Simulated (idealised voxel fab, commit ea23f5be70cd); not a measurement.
process module | voxel capacitor over wiring
The width of the displayed cross-section, cut, is 225 nm; its cells are square, with a size of 5 nm.
A cross-section in this document is a grid of square cells, and it is written down as bands, the top band listed before the ones below it; a band is made up of one or more rows of cells. The entry gives the band's vertical extent as a top height and a bottom height in nm, then its horizontal make-up as materials from left to right, each with a width in nm. "blank" stands for empty space; a single material marked "throughout" fills the band edge to edge. Height datum 0, below which the as-received substrate wafer is one material. Lowest band open at the bottom, running downward: "0 and below". A width given as "30..40" starts at the first number in the band's top row and ends at the second number in its bottom row, shifting by an equal amount at every step from row to row. Take "no change occurred" at face value: in the step it is given for, the cross-section changed in none of its cells. "Tabulated closed voids": empty spaces of 8 cells or more with no open way to the top, each given as width x height at distance, distance from the left edge, all in nm. Past the settings on a step's line: simulator remark, on that step. For masked steps, "overlay nm" on the step line gives how far right of plan the mask actually lay; a minus sign means it lay to the left.
The process steps that were planned are listed below
| 1 | RECEIVE,material Si |
| 2 | CONFORMAL_DEP,material SiO2,thk nm 10 |
| 3 | CONFORMAL_DEP,material SiN,thk nm 5 |
| 4 | DIRECTIONAL_DEP,material lowk,thk nm 25 |
| 5 | DIRECTIONAL_DEP,material aC,thk nm 15 |
| 6 | PATTERN,tone open,mask id METAL_1,material resist,width nm 25,pitch nm 80,thk nm 30,overlay nm 0 |
| 7 | DIRECTIONAL_ETCH,etch materials aC,depth nm 15 |
| 8 | STRIP,etch materials resist |
| 9 | DIRECTIONAL_ETCH,etch materials lowk,depth nm 25 |
| 10 | DIRECTIONAL_ETCH,etch materials SiN,depth nm 5 |
| 11 | STRIP,etch materials aC |
| 12 | CONFORMAL_DEP,material TiN,thk nm 5 |
| 13 | FILL_DEP,material Ru,thk nm 5 |
| 14 | CMP,height nm 40 |
| 15 | EPI,material Ru,thk nm 5 |
| 16 | FILL_DEP,material SiCN,thk nm 5 |
| 17 | DIRECTIONAL_DEP,material lowk,thk nm 20 |
| 18 | DIRECTIONAL_DEP,material aC,thk nm 10 |
| 19 | PATTERN,tone open,mask id PLUG_1,material resist,width nm 15,thk nm 25,overlay nm 0 |
| 20 | DIRECTIONAL_ETCH,etch materials aC,depth nm 10 |
| 21 | STRIP,etch materials resist |
| 22 | DIRECTIONAL_ETCH,etch materials lowk,depth nm 20 |
| 23 | DIRECTIONAL_ETCH,etch materials SiCN,depth nm 5 |
| 24 | STRIP,etch materials aC |
| 25 | EPI,material Ru,thk nm 10 |
| 26 | EPI,material Ru,thk nm 10 |
| 27 | EPI,material Ru,thk nm 5 |
| 28 | DIRECTIONAL_DEP,material TiN,thk nm 10 |
| 29 | DIRECTIONAL_DEP,material HfO2,thk nm 5 |
| 30 | DIRECTIONAL_DEP,material TiN,thk nm 10 |
| 31 | MASKED_ETCH,tone cover,mask id UPPER_PLATE,width nm 50,etch materials TiN,depth nm 10,overlay nm 0 |
| 32 | MASKED_ETCH,tone cover,mask id UPPER_PLATE,width nm 60,etch materials HfO2,depth nm 5,overlay nm 0 |
| 33 | MASKED_ETCH,tone cover,mask id LOWER_PLATE,width nm 70,etch materials TiN,depth nm 10,overlay nm 0 |
| 34 | FILL_DEP,material SiO2,thk nm 15 |
| 35 | CMP,height nm 105 |
| 36 | MASKED_ETCH,tone open,mask id PLUG_2,width nm 15,etch materials SiO2,depth nm 10,overlay nm 0 |
| 37 | CONFORMAL_DEP,material TiN,thk nm 5 |
| 38 | FILL_DEP,material W,thk nm 10 |
| 39 | CMP,height nm 105 |
| 40 | CONFORMAL_DEP,material SiCN,thk nm 5 |
The width nm used in step 31 is not the same on every wafer, whereas the starting condition is; the value printed in the plan is the first wafer's.
Cross-section of the first of several wafers as received (after step 1)
  0 and below: Si throughout
  Tabulated closed voids: none
Row per wafer, end-of-module: cell gain (+)/loss (-) by material since the wafer came in, then closed voids
width nm 50; +12 HfO2; +59 Ru; +118 SiCN; +35 SiN; +339 SiO2; +83 TiN; +1 W; +343 lowk; Tabulated closed voids: none
width nm 55; +12 HfO2; +59 Ru; +118 SiCN; +35 SiN; +337 SiO2; +85 TiN; +1 W; +343 lowk; Tabulated closed voids: none
width nm 60; +12 HfO2; +59 Ru; +118 SiCN; +35 SiN; +335 SiO2; +87 TiN; +1 W; +343 lowk; Tabulated closed voids: none
width nm 65; +13 HfO2; +59 Ru; +118 SiCN; +35 SiN; +332 SiO2; +89 TiN; +1 W; +343 lowk; Tabulated closed voids: none
width nm 70; +14 HfO2; +59 Ru; +118 SiCN; +35 SiN; +329 SiO2; +91 TiN; +1 W; +343 lowk; Tabulated closed voids: none
width nm 75; +15 HfO2; +59 Ru; +118 SiCN; +35 SiN; +326 SiO2; +93 TiN; +1 W; +343 lowk; Tabulated closed voids: none
